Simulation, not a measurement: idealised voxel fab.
process module | voxel capacitor over wiring
cross-section cut | 235 nm wide | cells 5 nm
A cross-section is a grid of square cells, given in bands from the top down. A band is one or more rows of cells.
Each band's line starts with the height of the band's top and of its bottom, in nm. Then come its materials from left to right, each with its width in nm. One material with "throughout" fills the band from edge to edge. "air" is empty space.
Height 0 is the level under which the wafer as received is all one material. The lowest band goes on downwards, as in "0 down".
A width such as "30 to 40" changes by the same amount from each row of cells to the next, from the band's top row to its bottom row.
"no change" after a step means that no cell of the cross-section changed.
closed voids: empty space of 8 cells or more with no open way to the top, each as width x height at its distance from the left edge, in nm
after a step's settings: what the simulator itself notes on the step
overlay nm, on a step with a mask: how far to the right of its planned place the mask lay; to the left if negative
plan
1 op RECEIVE | material Si
2 op CONFORMAL_DEP | material SiO2 | thk nm 10
3 op CONFORMAL_DEP | material SiCN | thk nm 5
4 op DIRECTIONAL_DEP | material SiO2 | thk nm 15
5 op PATTERN | tone open | mask id METAL_1 | material resist | width nm 30 | pitch nm 100 | thk nm 20 | overlay nm 0
6 op DIRECTIONAL_ETCH | etch materials SiO2 | depth nm 15
7 op DIRECTIONAL_ETCH | etch materials SiCN | depth nm 5
8 op STRIP | etch materials resist
9 op CONFORMAL_DEP | material TiN | thk nm 5
10 op FILL_DEP | material Cu | thk nm 5
11 op CMP | height nm 30
12 op CONFORMAL_DEP | material SiCN | thk nm 5
13 op DIRECTIONAL_DEP | material lowk | thk nm 15
14 op MASKED_ETCH | tone open | mask id PLUG_1 | width nm 15 | etch materials lowk | depth nm 15 | overlay nm 0
15 op MASKED_ETCH | tone open | mask id PLUG_1 | width nm 15 | etch materials SiCN | depth nm 5 | overlay nm 0
16 op EPI | material Ru | thk nm 10
17 op EPI | material Ru | thk nm 10
18 op DIRECTIONAL_DEP | material TiN | thk nm 5
19 op DIRECTIONAL_DEP | material Al2O3 | thk nm 5
20 op DIRECTIONAL_DEP | material TiN | thk nm 5
21 op MASKED_ETCH | tone cover | mask id UPPER_PLATE | width nm 75 | etch materials TiN | depth nm 5 | overlay nm 0
22 op MASKED_ETCH | tone cover | mask id UPPER_PLATE | width nm 75 | etch materials Al2O3 | depth nm 5 | overlay nm 0
23 op PATTERN | tone cover | mask id LOWER_PLATE | material resist | width nm 85 | thk nm 15 | overlay nm 0
24 op DIRECTIONAL_ETCH | etch materials TiN | depth nm 5
25 op STRIP | etch materials resist
26 op FILL_DEP | material SiO2 | thk nm 15
27 op CMP | height nm 75
28 op DIRECTIONAL_DEP | material aC | thk nm 10
29 op PATTERN | tone open | mask id PLUG_2 | material resist | width nm 15 | thk nm 30 | overlay nm 0
30 op DIRECTIONAL_ETCH | etch materials aC | depth nm 5
31 op STRIP | etch materials resist
32 op DIRECTIONAL_ETCH | etch materials SiO2 | depth nm 10
33 op STRIP | etch materials aC
34 op CONFORMAL_DEP | material TiN | thk nm 5
35 op FILL_DEP | material Cu | thk nm 10
36 op CMP | height nm 75
37 op CONFORMAL_DEP | material SiCN | thk nm 5
varied across the wafers: depth nm of step 30. The plan shows the first wafer's value. All wafers start alike
first wafer as received, after step 1
  0 down: Si throughout
  closed voids: none
first wafer at the end, after step 37
  80 to 75: SiCN throughout
  75 to 65: SiO2 throughout
  65 to 60: SiO2 65 | TiN 75 | SiO2 95
  60 to 55: SiO2 65 | Al2O3 75 | SiO2 95
  55 to 50: SiO2 60 | TiN 85 | SiO2 90
  50 to 35: lowk 65 | Ru 15 | lowk 155
  35 to 30: SiCN 65 | Ru 15 | SiCN 155
  30 to 15: SiO2 50 | TiN 5 | Cu 20 | TiN 5 | SiO2 70 | TiN 5 | Cu 20 | TiN 5 | SiO2 55
  15 to 10: SiCN 50 | TiN 30 | SiCN 70 | TiN 30 | SiCN 55
  10 to 0: SiO2 throughout
  0 down: Si throughout
  closed voids: none
last wafer at the end
  80 to 75: SiCN throughout
  75 to 70: SiO2 75 | TiN 5 | Cu 5 | TiN 5 | SiO2 145
  70 to 60: SiO2 75 to 65 | TiN 15 to 75 | SiO2 145 to 95
  60 to 55: SiO2 65 | Al2O3 75 | SiO2 95
  55 to 50: SiO2 60 | TiN 85 | SiO2 90
  50 to 35: lowk 65 | Ru 15 | lowk 155
  35 to 30: SiCN 65 | Ru 15 | SiCN 155
  30 to 15: SiO2 50 | TiN 5 | Cu 20 | TiN 5 | SiO2 70 | TiN 5 | Cu 20 | TiN 5 | SiO2 55
  15 to 10: SiCN 50 | TiN 30 | SiCN 70 | TiN 30 | SiCN 55
  10 to 0: SiO2 throughout
  0 down: Si throughout
  closed voids: none
each wafer at the end: cells of each material gained (+) or lost (-) since it was received, then its closed voids
depth nm 5 | +15 Al2O3 | +24 Cu | +12 Ru | +126 SiCN | +387 SiO2 | +56 TiN | +132 lowk | closed voids: none
depth nm 10 | +15 Al2O3 | +25 Cu | +12 Ru | +126 SiCN | +381 SiO2 | +61 TiN | +132 lowk | closed voids: none
depth nm 15 | +15 Al2O3 | +25 Cu | +12 Ru | +126 SiCN | +381 SiO2 | +61 TiN | +132 lowk | closed voids: none
depth nm 20 | +15 Al2O3 | +25 Cu | +12 Ru | +126 SiCN | +381 SiO2 | +61 TiN | +132 lowk | closed voids: none
depth nm 25 | +15 Al2O3 | +25 Cu | +12 Ru | +126 SiCN | +381 SiO2 | +61 TiN | +132 lowk | closed voids: none
